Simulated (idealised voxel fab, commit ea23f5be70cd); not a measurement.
Name of the process module below: voxel gate over fins
Cross-section cut spans 205 nm and uses square cells 5 nm in size.
The cross-sections in this document take the form of a grid made of square cells. They are written out as bands, in order from top to bottom. Each band consists of one or more rows of cells. Each band's line starts with the height of the band's top and of its bottom, in nm. Then come its materials from left to right, each with its width in nm. One material with "throughout" fills the band from edge to edge. "empty" is empty space. Zero point of the height axis is 0; under it, received wafer = one material. Lowest band: continues down indefinitely, "0..down". A width given as "30->40" starts at the first number in the band's top row and ends at the second number in its bottom row, shifting by an equal amount at every step from row to row. Step marked "nothing altered"? Then no cell in the cross-section changed in it. "Cavities, sealed" means: voids of 8 cells or more that are shut off from the top with no open way through. Written width x height at distance, distance from the left edge, in nm. Heads up: the bit after the settings on a step's line is the simulator's remark on that step. You can add "overlay nm" to a step's line. For a step with a mask, it describes how far the mask lay to the right of its planned position, and a negative number describes a lay to the left.

## Steps in the process plan
step 1: RECEIVE (material Si)
step 2: CONFORMAL_DEP (material SiN; thk nm 10)
step 3: PATTERN (tone cover; mask id FINS; material resist; width nm 15; pitch nm 35; thk nm 15; overlay nm 0)
step 4: DIRECTIONAL_ETCH (etch materials SiN; depth nm 10)
step 5: DIRECTIONAL_ETCH (etch materials Si; depth nm 35)
step 6: STRIP (etch materials resist)
step 7: FILL_DEP (material SiO2; thk nm 10)
step 8: CMP (height nm 10)
step 9: SELECTIVE_ETCH (etch materials SiO2; depth nm 20)
step 10: STRIP (etch materials SiN)
step 11: CONFORMAL_DEP (material HfO2; thk nm 5)
step 12: CONFORMAL_DEP (material TiN; thk nm 5)
step 13: FILL_DEP (material W; thk nm 15)
step 14: CMP (height nm 20)
step 15: CONFORMAL_DEP (material SiCN; thk nm 10)

## Cross-section: wafer on arrival = after step 1
- 0..down | Si throughout
- Cavities, sealed: none

## End-of-module cross-section of the first of two wafers, processed as planned
- 30..20 | SiCN throughout
- 20..10 | W throughout
- 10..5 | W 30 | TiN 140 | W 35
- 5..0 | W 30 | TiN 5 | HfO2 25 | TiN 10 | HfO2 25 | TiN 10 | HfO2 25 | TiN 10 | HfO2 25 | TiN 5 | W 35
- 0..-5 | TiN 35 | HfO2 5 | Si 15 | HfO2 5 | TiN 10 | HfO2 5 | Si 15 | HfO2 5 | TiN 10 | HfO2 5 | Si 15 | HfO2 5 | TiN 10 | HfO2 5 | Si 15 | HfO2 5 | TiN 40
- -5..-10 | HfO2 40 | Si 15 | HfO2 20 | Si 15 | HfO2 20 | Si 15 | HfO2 20 | Si 15 | HfO2 45
- -10..-35 | SiO2 40 | Si 15 | SiO2 20 | Si 15 | SiO2 20 | Si 15 | SiO2 20 | Si 15 | SiO2 45
- -35..down | Si throughout
- Cavities, sealed: none

## What the second wafer looks like in cross-section once the module is done. Its start and its plan matched the first wafer's exactly; what differed was one mistake in how it was run
- 30..20 | SiCN throughout
- 20..10 | W throughout
- 10..5 | W 35 | TiN 140 | W 30
- 5..0 | W 35 | TiN 5 | HfO2 25 | TiN 10 | HfO2 25 | TiN 10 | HfO2 25 | TiN 10 | HfO2 25 | TiN 5 | W 30
- 0..-5 | TiN 40 | HfO2 5 | Si 15 | HfO2 5 | TiN 10 | HfO2 5 | Si 15 | HfO2 5 | TiN 10 | HfO2 5 | Si 15 | HfO2 5 | TiN 10 | HfO2 5 | Si 15 | HfO2 5 | TiN 35
- -5..-10 | HfO2 45 | Si 15 | HfO2 20 | Si 15 | HfO2 20 | Si 15 | HfO2 20 | Si 15 | HfO2 40
- -10..-35 | SiO2 45 | Si 15 | SiO2 20 | Si 15 | SiO2 20 | Si 15 | SiO2 20 | Si 15 | SiO2 40
- -35..down | Si throughout
- Cavities, sealed: none
what went wrong: rather than as planned, step 3 actually ran as PATTERN (tone cover; mask id FINS; material resist; width nm 15; pitch nm 35; thk nm 15; overlay nm 5)
Upon completion, the cell count for each material on the second wafer equals that on the first, whereas the spatial distribution of those cells differs.
